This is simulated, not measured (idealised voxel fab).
Title: Process Module voxel gate over fins
250 nm wide, 5 nm square cells: that's cross-section cut.
Reading order for cross-sections: top band down to bottom band. Underlying form: a grid of square cells. Band size: one or more rows of cells. What a band's entry tells you: where the top is and where the bottom is, as heights in nm, and after that what lies inside, material by material from left to right, each with its width in nm. Empty space is written as the word "blank", and a single material marked with the word "throughout" occupies the band from edge to edge. Measure heights from 0. That's the level where, below it, the as-received wafer is all one material. The lowest band is bottomless and extends downward; write it as in "from 0 down". You'd read "30->40" like this: the band's top row of cells is as wide as the first number, its bottom row is as wide as the second, and going down, every row changes width by the same amount as the row before did. "no alterations made" means the step left every cell of the cross-section as it was. Look at "Enclosed empty spaces" for the closed voids: empty spaces with no open path to the top, sized 8 cells or up. Each is width x height at distance, distance from the left edge, all nm. The remark found on a step's line after its settings is issued by the simulator itself and pertains to that step. The line of a step may include "overlay nm". On a step with a mask, this value is how far to the right of its planned place the mask lay. A negative value means the mask lay to the left.
Process steps foreseen in the plan:
- 1: RECEIVE with material Si
- 2: CONFORMAL_DEP with material SiN, thk nm 5
- 3: DIRECTIONAL_DEP with material aC, thk nm 15
- 4: PATTERN with tone cover, mask id FINS, material resist, width nm 15, pitch nm 50, thk nm 30, overlay nm 0
- 5: DIRECTIONAL_ETCH with etch materials aC, depth nm 15
- 6: STRIP with etch materials resist
- 7: DIRECTIONAL_ETCH with etch materials SiN, depth nm 5
- 8: DIRECTIONAL_ETCH with etch materials Si, depth nm 40
- 9: STRIP with etch materials aC
- 10: FILL_DEP with material SiO2, thk nm 15
- 11: CMP with height nm 5
- 12: DIRECTIONAL_DEP with material aC, thk nm 10
- 13: PATTERN with tone open, mask id RAIL, material resist, width nm 15, thk nm 25, overlay nm 0
- 14: DIRECTIONAL_ETCH with etch materials aC, depth nm 10
- 15: STRIP with etch materials resist
- 16: DIRECTIONAL_ETCH with etch materials SiO2, depth nm 40
- 17: STRIP with etch materials aC
- 18: CONFORMAL_DEP with material TiN, thk nm 5
- 19: FILL_DEP with material Ru, thk nm 5
- 20: CMP with height nm 5
- 21: SELECTIVE_ETCH with etch materials W Ru TiN, depth nm 20
- 22: FILL_DEP with material SiO2, thk nm 5
- 23: CMP with height nm 5
- 24: SELECTIVE_ETCH with etch materials SiO2, depth nm 15
- 25: STRIP with etch materials SiN
- 26: CONFORMAL_DEP with material HfO2, thk nm 5
- 27: CONFORMAL_DEP with material TiN, thk nm 5
- 28: FILL_DEP with material W, thk nm 15
- 29: CMP with height nm 20
- 30: CONFORMAL_DEP with material SiN, thk nm 5
Cross-section of the incoming wafer, state after step 1:
> from 0 down | Si throughout
> Enclosed empty spaces: none
Cross-section: first of two wafers, module finished, run according to plan:
> from 25 to 20 | SiN throughout
> from 20 to 10 | W throughout
> from 10 to 5 | 55 W, then 35 TiN, then 15 W, then 35 TiN, then 15 W, then 35 TiN, then 60 W
> from 5 to 0 | 55 W, then 5 TiN, then 25 HfO2, then 5 TiN, then 15 W, then 5 TiN, then 25 HfO2, then 5 TiN, then 15 W, then 5 TiN, then 25 HfO2, then 5 TiN, then 60 W
> from 0 to -5 | 60 TiN, then 5 HfO2, then 15 Si, then 5 HfO2, then 25 TiN, then 5 HfO2, then 15 Si, then 5 HfO2, then 25 TiN, then 5 HfO2, then 15 Si, then 5 HfO2, then 65 TiN
> from -5 to -10 | 65 HfO2, then 15 Si, then 35 HfO2, then 15 Si, then 35 HfO2, then 15 Si, then 70 HfO2
> from -10 to -15 | 65 SiO2, then 15 Si, then 35 SiO2, then 15 Si, then 35 SiO2, then 15 Si, then 70 SiO2
> from -15 to -30 | 65 SiO2, then 15 Si, then 10 SiO2, then 5 TiN, then 5 Ru, then 5 TiN, then 10 SiO2, then 15 Si, then 35 SiO2, then 15 Si, then 70 SiO2
> from -30 to -35 | 65 SiO2, then 15 Si, then 10 SiO2, then 15 TiN, then 10 SiO2, then 15 Si, then 35 SiO2, then 15 Si, then 70 SiO2
> from -35 to -40 | 65 SiO2, then 15 Si, then 35 SiO2, then 15 Si, then 35 SiO2, then 15 Si, then 70 SiO2
> from -40 down | Si throughout
> Enclosed empty spaces: none
Second wafer through the module, sectioned at the end: same beginning and same plan as the first wafer, with one mistake in carrying it out:
> from 25 to 20 | SiN throughout
> from 20 to 10 | W throughout
> from 10 to 5 | 55 W, then 35 TiN, then 15 W, then 35 TiN, then 15 W, then 35 TiN, then 60 W
> from 5 to 0 | 55 W, then 5 TiN, then 25 HfO2, then 5 TiN, then 15 W, then 5 TiN, then 25 HfO2, then 5 TiN, then 15 W, then 5 TiN, then 25 HfO2, then 5 TiN, then 60 W
> from 0 to -5 | 60 TiN, then 5 HfO2, then 15 Si, then 5 HfO2, then 25 TiN, then 5 HfO2, then 15 Si, then 5 HfO2, then 25 TiN, then 5 HfO2, then 15 Si, then 5 HfO2, then 65 TiN
> from -5 to -10 | 55 HfO2, then 5 TiN, then 5 HfO2, then 15 Si, then 5 HfO2, then 5 TiN, then 15 HfO2, then 5 TiN, then 5 HfO2, then 15 Si, then 5 HfO2, then 5 TiN, then 15 HfO2, then 5 TiN, then 5 HfO2, then 15 Si, then 5 HfO2, then 5 TiN, then 60 HfO2
> from -10 to -15 | 50 SiO2, then 15 HfO2, then 15 Si, then 15 HfO2, then 5 SiO2, then 15 HfO2, then 15 Si, then 15 HfO2, then 5 SiO2, then 15 HfO2, then 15 Si, then 15 HfO2, then 55 SiO2
> from -15 to -30 | 65 SiO2, then 15 Si, then 10 SiO2, then 5 TiN, then 5 Ru, then 5 TiN, then 10 SiO2, then 15 Si, then 35 SiO2, then 15 Si, then 70 SiO2
> from -30 to -35 | 65 SiO2, then 15 Si, then 10 SiO2, then 15 TiN, then 10 SiO2, then 15 Si, then 35 SiO2, then 15 Si, then 70 SiO2
> from -35 to -40 | 65 SiO2, then 15 Si, then 35 SiO2, then 15 Si, then 35 SiO2, then 15 Si, then 70 SiO2
> from -40 down | Si throughout
> Enclosed empty spaces: none
Finding, execution versus plan: contrary to the plan, steps 24 and 25 were processed in exchanged order
Final cells, second wafer relative to first, materials higher or lower: HfO2: 12 more; SiO2: 18 fewer; TiN: 6 more
